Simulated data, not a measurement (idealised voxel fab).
Name of the process module below: voxel transistor to metal
The cross-section shown here is cut; it is 190 nm wide and divided into square cells measuring 5 nm on a side.
Cross-section, as written here: a square-cell grid given band by band from the top down, where a band holds one or more rows of cells.
Per band: top height and bottom height in nm, followed by the left-to-right materials and their widths in nm; "everywhere" marks a single material spanning edge to edge, "air" marks empty space.
Heights are reckoned from 0. Under this level, the received wafer is all of one material. The bottommost band is open-ended downward, for example "0 and below".
Width spec "30->40" -> top row of cells at first value, bottom row at second value, equal per-row change in between.
Basically "no modification" means that step didn't change any cell in the cross-section.
You'll see "Fully enclosed voids" listing empty spaces that have no way open to the top, as long as they're 8 cells or more; the notation is width x height at distance, where the distance is from the left edge, and all of it is in nm.
Read whatever lies past the settings on a step's line as the simulator's own remark about the step.
For masked steps, "overlay nm" on the step line gives how far right of plan the mask actually lay; a minus sign means it lay to the left.
### The following list gives the planned process steps
step 1: RECEIVE | material Si
step 2: CONFORMAL_DEP | material SiO2 | thk nm 5
step 3: CONFORMAL_DEP | material SiN | thk nm 15
step 4: MASKED_ETCH | tone cover | mask id ACTIVE | width nm 115 | etch materials SiN | depth nm 15 | overlay nm 0
step 5: MASKED_ETCH | tone cover | mask id ACTIVE | width nm 115 | etch materials SiO2 | depth nm 5 | overlay nm 0
step 6: MASKED_ETCH | tone cover | mask id ACTIVE | width nm 115 | etch materials Si | depth nm 20 | overlay nm 0
step 7: FILL_DEP | material SiO2 | thk nm 5
step 8: CMP | height nm 20
step 9: SELECTIVE_ETCH | etch materials SiO2 | depth nm 10
step 10: STRIP | etch materials SiN
step 11: SELECTIVE_ETCH | etch materials SiO2 | depth nm 5
step 12: OXIDIZE | depth nm 5
step 13: DIRECTIONAL_DEP | material polySi | thk nm 30
step 14: DIRECTIONAL_DEP | material SiCN | thk nm 15
step 15: DIRECTIONAL_DEP | material aC | thk nm 10
step 16: PATTERN | tone cover | mask id GATE | material resist | width nm 25 | thk nm 25 | overlay nm 0
step 17: DIRECTIONAL_ETCH | etch materials aC | depth nm 10
step 18: STRIP | etch materials resist
step 19: DIRECTIONAL_ETCH | etch materials SiCN | depth nm 25
step 20: DIRECTIONAL_ETCH | etch materials polySi | depth nm 40
step 21: STRIP | etch materials aC
step 22: CONFORMAL_DEP | material SiN | thk nm 5
step 23: DIRECTIONAL_ETCH | etch materials SiN | depth nm 5
step 24: DIRECTIONAL_ETCH | etch materials SiO2 | depth nm 5
step 25: DIRECTIONAL_ETCH | etch materials Si | depth nm 5
step 26: EPI | material nSi | thk nm 5
step 27: FILL_DEP | material SiO2 | thk nm 5
step 28: CMP | height nm 30
step 29: STRIP | etch materials polySi
step 30: SELECTIVE_ETCH | etch materials SiO2 | depth nm 5
step 31: CONFORMAL_DEP | material HfO2 | thk nm 5
step 32: CONFORMAL_DEP | material TiN | thk nm 5
step 33: FILL_DEP | material W | thk nm 5
step 34: CMP | height nm 25
step 35: DIRECTIONAL_DEP | material SiO2 | thk nm 10
step 36: DIRECTIONAL_DEP | material aC | thk nm 15
step 37: PATTERN | tone open | mask id CONTACT | material resist | width nm 20 | pitch nm 85 | thk nm 35 | overlay nm 0
step 38: DIRECTIONAL_ETCH | etch materials aC | depth nm 15
step 39: STRIP | etch materials resist
step 40: DIRECTIONAL_ETCH | etch materials SiO2 | depth nm 40
step 41: STRIP | etch materials aC
step 42: CONFORMAL_DEP | material TiN | thk nm 5
step 43: FILL_DEP | material W | thk nm 5
step 44: CMP | height nm 35
step 45: DIRECTIONAL_DEP | material TiN | thk nm 5
step 46: DIRECTIONAL_DEP | material Ru | thk nm 25
step 47: PATTERN | tone cover | mask id METAL_1 | material resist | width nm 20 | pitch nm 85 | thk nm 20 | overlay nm 0
step 48: DIRECTIONAL_ETCH | etch materials Ru | depth nm 25
step 49: DIRECTIONAL_ETCH | etch materials TiN | depth nm 5
step 50: STRIP | etch materials resist
step 51: FILL_DEP | material lowk | thk nm 5
step 52: CMP | height nm 65
step 53: CONFORMAL_DEP | material SiCN | thk nm 5
step 54: DIRECTIONAL_DEP | material SiO2 | thk nm 30
step 55: DIRECTIONAL_DEP | material aC | thk nm 15
step 56: PATTERN | tone open | mask id METAL_2 | material resist | width nm 20 | pitch nm 85 | thk nm 30 | overlay nm 0
step 57: DIRECTIONAL_ETCH | etch materials aC | depth nm 15
step 58: STRIP | etch materials resist
step 59: DIRECTIONAL_ETCH | etch materials SiO2 | depth nm 15
step 60: STRIP | etch materials aC
step 61: DIRECTIONAL_DEP | material aC | thk nm 15
step 62: PATTERN | tone open | mask id METAL_2_HOLES | material resist | width nm 15 | pitch nm 85 | thk nm 35 | overlay nm 0
step 63: DIRECTIONAL_ETCH | etch materials aC | depth nm 15
step 64: STRIP | etch materials resist
step 65: DIRECTIONAL_ETCH | etch materials SiO2 | depth nm 15
step 66: DIRECTIONAL_ETCH | etch materials SiCN | depth nm 5
step 67: STRIP | etch materials aC
step 68: CONFORMAL_DEP | material TiN | thk nm 5
step 69: FILL_DEP | material Cu | thk nm 5
step 70: CMP | height nm 100
step 71: CONFORMAL_DEP | material SiCN | thk nm 5
### The cross-section here shows the wafer as received, i.e. in its state after step 1
	0 and below: Si everywhere
	Fully enclosed voids: none
### Cross-section: first of two wafers, module finished, run according to plan
	105 down to 100: SiCN everywhere
	100 down to 90: 40 of SiO2; 5 of TiN; 10 of Cu; 5 of TiN; 65 of SiO2; 5 of TiN; 10 of Cu; 5 of TiN; 45 of SiO2
	90 down to 85: 40 of SiO2; 5 of TiN; 5 of Cu; 10 of TiN; 65 of SiO2; 5 of TiN; 5 of Cu; 10 of TiN; 45 of SiO2
	85 down to 70: 40 of SiO2; 5 of TiN; 5 of Cu; 5 of TiN; 70 of SiO2; 5 of TiN; 5 of Cu; 5 of TiN; 50 of SiO2
	70 down to 65: 40 of SiCN; 15 of TiN; 70 of SiCN; 15 of TiN; 50 of SiCN
	65 down to 40: 40 of lowk; 20 of Ru; 65 of lowk; 20 of Ru; 45 of lowk
	40 down to 35: 40 of lowk; 20 of TiN; 65 of lowk; 20 of TiN; 45 of lowk
	35 down to 25: 40 of SiO2; 5 of TiN; 10 of W; 5 of TiN; 65 of SiO2; 5 of TiN; 10 of W; 5 of TiN; 45 of SiO2
	25 down to 5: 40 of SiO2; 5 of TiN; 10 of W; 5 of TiN; 15 of SiO2; 5 of SiN; 5 of HfO2; 5 of TiN; 5 of W; 5 of TiN; 5 of HfO2; 5 of SiN; 15 of SiO2; 5 of TiN; 10 of W; 5 of TiN; 45 of SiO2
	5 down to 0: 30 of SiO2; 5 of SiN; 5 of SiO2; 5 of TiN; 10 of W; 5 of TiN; 15 of SiO2; 5 of SiN; 5 of HfO2; 15 of TiN; 5 of HfO2; 5 of SiN; 15 of SiO2; 5 of TiN; 10 of W; 5 of TiN; 5 of SiO2; 5 of SiN; 35 of SiO2
	0 down to -5: 40 of SiO2; 20 of TiN; 10 of SiO2; 5 of nSi; 35 of HfO2; 5 of nSi; 10 of SiO2; 20 of TiN; 45 of SiO2
	-5 down to -10: 35 of SiO2; 40 of nSi; 35 of Si; 40 of nSi; 40 of SiO2
	-10 down to -20: 35 of SiO2; 115 of Si; 40 of SiO2
	-20 and below: Si everywhere
	Fully enclosed voids: none
### Second wafer through the module, sectioned at the end: same beginning and same plan as the first wafer, with one mistake in carrying it out
	105 down to 100: SiCN everywhere
	100 down to 90: 40 of SiO2; 5 of TiN; 10 of Cu; 5 of TiN; 65 of SiO2; 5 of TiN; 10 of Cu; 5 of TiN; 45 of SiO2
	90 down to 85: 40 of SiO2; 5 of TiN; 5 of Cu; 10 of TiN; 65 of SiO2; 5 of TiN; 5 of Cu; 10 of TiN; 45 of SiO2
	85 down to 70: 40 of SiO2; 5 of TiN; 5 of Cu; 5 of TiN; 70 of SiO2; 5 of TiN; 5 of Cu; 5 of TiN; 50 of SiO2
	70 down to 65: 40 of SiCN; 15 of TiN; 70 of SiCN; 15 of TiN; 50 of SiCN
	65 down to 40: 40 of lowk; 20 of Ru; 65 of lowk; 20 of Ru; 45 of lowk
	40 down to 35: 40 of lowk; 20 of TiN; 65 of lowk; 20 of TiN; 45 of lowk
	35 down to 25: 40 of SiO2; 5 of TiN; 10 of W; 5 of TiN; 65 of SiO2; 5 of TiN; 10 of W; 5 of TiN; 45 of SiO2
	25 down to 5: 40 of SiO2; 5 of TiN; 10 of W; 5 of TiN; 15 of SiO2; 5 of SiN; 5 of TiN; 5 of HfO2; 5 of W; 5 of HfO2; 5 of TiN; 5 of SiN; 15 of SiO2; 5 of TiN; 10 of W; 5 of TiN; 45 of SiO2
	5 down to 0: 30 of SiO2; 5 of SiN; 5 of SiO2; 5 of TiN; 10 of W; 5 of TiN; 15 of SiO2; 5 of SiN; 5 of TiN; 15 of HfO2; 5 of TiN; 5 of SiN; 15 of SiO2; 5 of TiN; 10 of W; 5 of TiN; 5 of SiO2; 5 of SiN; 35 of SiO2
	0 down to -5: 40 of SiO2; 20 of TiN; 10 of SiO2; 5 of nSi; 35 of TiN; 5 of nSi; 10 of SiO2; 20 of TiN; 45 of SiO2
	-5 down to -10: 35 of SiO2; 40 of nSi; 35 of Si; 40 of nSi; 40 of SiO2
	-10 down to -20: 35 of SiO2; 115 of Si; 40 of SiO2
	-20 and below: Si everywhere
	Fully enclosed voids: none
The mistake made against the process plan was this: swap of plan steps 31 and 32 during execution
Final tally in cells, some materials are higher or lower on the second wafer than on the first: HfO2: 6 fewer, TiN: 6 more
